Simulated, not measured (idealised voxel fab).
Process module, titled voxel transistor to metal
The figure presents cross-section cut, which has a width of 185 nm and is divided into square cells with an edge length of 5 nm.
Bands, listed from the top down, are how a cross-section gets written in this document; the cross-section itself is a grid of square cells, and a band is one or more rows of them. Read a band's entry like this: the first values are the height of its top and the height of its bottom in nm, and what follows is the sequence of materials from left to right, each with its width in nm. Note that "air" is empty space, and that a single material marked "edge to edge" reaches across the band from edge to edge. Height reference: 0 = level under which incoming wafer is all one material. Lowest band: no bottom, runs on downward, e.g. "0 nm and below". The two numbers in a width such as "30->40" mark its ends across the band: the first belongs to the top row of cells, the second to the bottom row, and from each row to the next the width moves by the same amount. Step note "no alteration" = no cross-section cell changed. "Closed voids list" - sealed voids, min. 8 cells, no opening to top; format: width x height at distance (distance from left edge; nm throughout). On a step's line, text after the settings is the simulator commenting on that step. Among the settings permitted on a step's line is "overlay nm"; applied to a step with a mask, it specifies the extent to which the mask lay to the right of its planned position, whereas a negative figure signifies a position to the left.
### Here's what the planned process steps look like
1) RECEIVE with material Si
2) CONFORMAL_DEP with material SiO2, thk nm 5
3) CONFORMAL_DEP with material SiN, thk nm 15
4) DIRECTIONAL_DEP with material aC, thk nm 15
5) PATTERN with tone cover, mask id ACTIVE, material resist, width nm 95, thk nm 30, overlay nm 0
6) DIRECTIONAL_ETCH with etch materials aC, depth nm 15
7) STRIP with etch materials resist
8) DIRECTIONAL_ETCH with etch materials SiN, depth nm 15
9) DIRECTIONAL_ETCH with etch materials SiO2, depth nm 5
10) DIRECTIONAL_ETCH with etch materials Si, depth nm 35
11) STRIP with etch materials aC
12) OXIDIZE with depth nm 5
13) FILL_DEP with material SiO2, thk nm 10
14) CMP with height nm 20
15) SELECTIVE_ETCH with etch materials SiO2, depth nm 15
16) STRIP with etch materials SiN
17) SELECTIVE_ETCH with etch materials SiO2, depth nm 5
18) OXIDIZE with depth nm 5
19) DIRECTIONAL_DEP with material polySi, thk nm 20
20) DIRECTIONAL_DEP with material SiCN, thk nm 10
21) MASKED_ETCH with tone cover, mask id GATE, width nm 25, etch materials SiCN, depth nm 20, overlay nm 0
22) MASKED_ETCH with tone cover, mask id GATE, width nm 25, etch materials polySi, depth nm 30, overlay nm 0
23) CONFORMAL_DEP with material SiN, thk nm 5
24) DIRECTIONAL_ETCH with etch materials SiN, depth nm 5
25) DIRECTIONAL_ETCH with etch materials SiO2, depth nm 5
26) DIRECTIONAL_ETCH with etch materials Si, depth nm 10
27) EPI with material SiGe, thk nm 10
28) FILL_DEP with material SiO2, thk nm 10
29) CMP with height nm 20
30) STRIP with etch materials polySi
31) SELECTIVE_ETCH with etch materials SiO2, depth nm 5
32) CONFORMAL_DEP with material HfO2, thk nm 5
33) CONFORMAL_DEP with material TiN, thk nm 5
34) FILL_DEP with material W, thk nm 10
35) CMP with height nm 15
36) DIRECTIONAL_DEP with material SiO2, thk nm 15
37) DIRECTIONAL_DEP with material aC, thk nm 15
38) PATTERN with tone open, mask id CONTACT, material resist, width nm 15, pitch nm 70, thk nm 35, overlay nm 0
39) DIRECTIONAL_ETCH with etch materials aC, depth nm 15
40) STRIP with etch materials resist
41) DIRECTIONAL_ETCH with etch materials SiO2, depth nm 35
42) STRIP with etch materials aC
43) CONFORMAL_DEP with material TiN, thk nm 5
44) FILL_DEP with material W, thk nm 10
45) CMP with height nm 30
46) DIRECTIONAL_DEP with material TiN, thk nm 5
47) DIRECTIONAL_DEP with material W, thk nm 25
48) MASKED_ETCH with tone cover, mask id METAL_1, width nm 15, pitch nm 70, etch materials W, depth nm 25, overlay nm 0
49) MASKED_ETCH with tone cover, mask id METAL_1, width nm 15, pitch nm 70, etch materials TiN, depth nm 5, overlay nm 0
50) CONFORMAL_DEP with material SiN, thk nm 5
51) FILL_DEP with material SiO2, thk nm 10
52) CMP with height nm 60
53) CONFORMAL_DEP with material SiCN, thk nm 5
### Cross-section: wafer on arrival = after step 1
0 nm and below  Si edge to edge
Closed voids list: none
### Post-module cross-section of the first of two wafers (run per plan)
65 nm to 60 nm  SiCN edge to edge
60 nm to 35 nm  SiO2: 45; SiN: 5; W: 15; SiN: 5; SiO2: 45; SiN: 5; W: 15; SiN: 5; SiO2: 45
35 nm to 30 nm  SiN: 50; TiN: 15; SiN: 55; TiN: 15; SiN: 50
30 nm to 15 nm  SiO2: 50; TiN: 5; W: 5; TiN: 5; SiO2: 55; TiN: 5; W: 5; TiN: 5; SiO2: 50
15 nm to 5 nm  SiO2: 50; TiN: 5; W: 5; TiN: 5; SiO2: 10; SiN: 5; HfO2: 5; TiN: 5; W: 5; TiN: 5; HfO2: 5; SiN: 5; SiO2: 10; TiN: 5; W: 5; TiN: 5; SiO2: 50
5 nm to 0 nm  SiO2: 50; TiN: 5; W: 5; TiN: 5; SiGe: 10; SiN: 5; HfO2: 5; TiN: 15; HfO2: 5; SiN: 5; SiGe: 10; TiN: 5; W: 5; TiN: 5; SiO2: 50
0 nm to -5 nm  SiO2: 50; TiN: 15; SiGe: 10; HfO2: 35; SiGe: 10; TiN: 15; SiO2: 50
-5 nm to -15 nm  SiO2: 50; SiGe: 25; Si: 35; SiGe: 25; SiO2: 50
-15 nm to -40 nm  SiO2: 50; Si: 85; SiO2: 50
-40 nm and below  Si edge to edge
Closed voids list: none
### Wafer two, end of module, cross-section. Same start, same plan as wafer one. One mistake in the run
65 nm to 60 nm  SiCN edge to edge
60 nm to 35 nm  SiO2: 45; SiN: 5; W: 15; SiN: 5; SiO2: 45; SiN: 5; W: 15; SiN: 5; SiO2: 45
35 nm to 30 nm  SiN: 50; TiN: 15; SiN: 55; TiN: 15; SiN: 50
30 nm to 15 nm  SiO2: 50; TiN: 5; W: 5; TiN: 5; SiO2: 55; TiN: 5; W: 5; TiN: 5; SiO2: 50
15 nm to 5 nm  SiO2: 50; TiN: 5; W: 5; TiN: 5; SiO2: 10; SiN: 5; TiN: 5; W: 15; TiN: 5; SiN: 5; SiO2: 10; TiN: 5; W: 5; TiN: 5; SiO2: 50
5 nm to 0 nm  SiO2: 50; TiN: 5; W: 5; TiN: 5; SiGe: 10; SiN: 5; TiN: 5; W: 15; TiN: 5; SiN: 5; SiGe: 10; TiN: 5; W: 5; TiN: 5; SiO2: 50
0 nm to -5 nm  SiO2: 50; TiN: 15; SiGe: 10; TiN: 35; SiGe: 10; TiN: 15; SiO2: 50
-5 nm to -15 nm  SiO2: 50; SiGe: 25; Si: 35; SiGe: 25; SiO2: 50
-15 nm to -40 nm  SiO2: 50; Si: 85; SiO2: 50
-40 nm and below  Si edge to edge
Closed voids list: none
In executing the process, a mistake was made relative to the plan: plan step 32: skipped, not run
FYI, end of process, the second wafer has more or fewer cells of some materials than the first: -13 HfO2, +6 TiN, +7 W
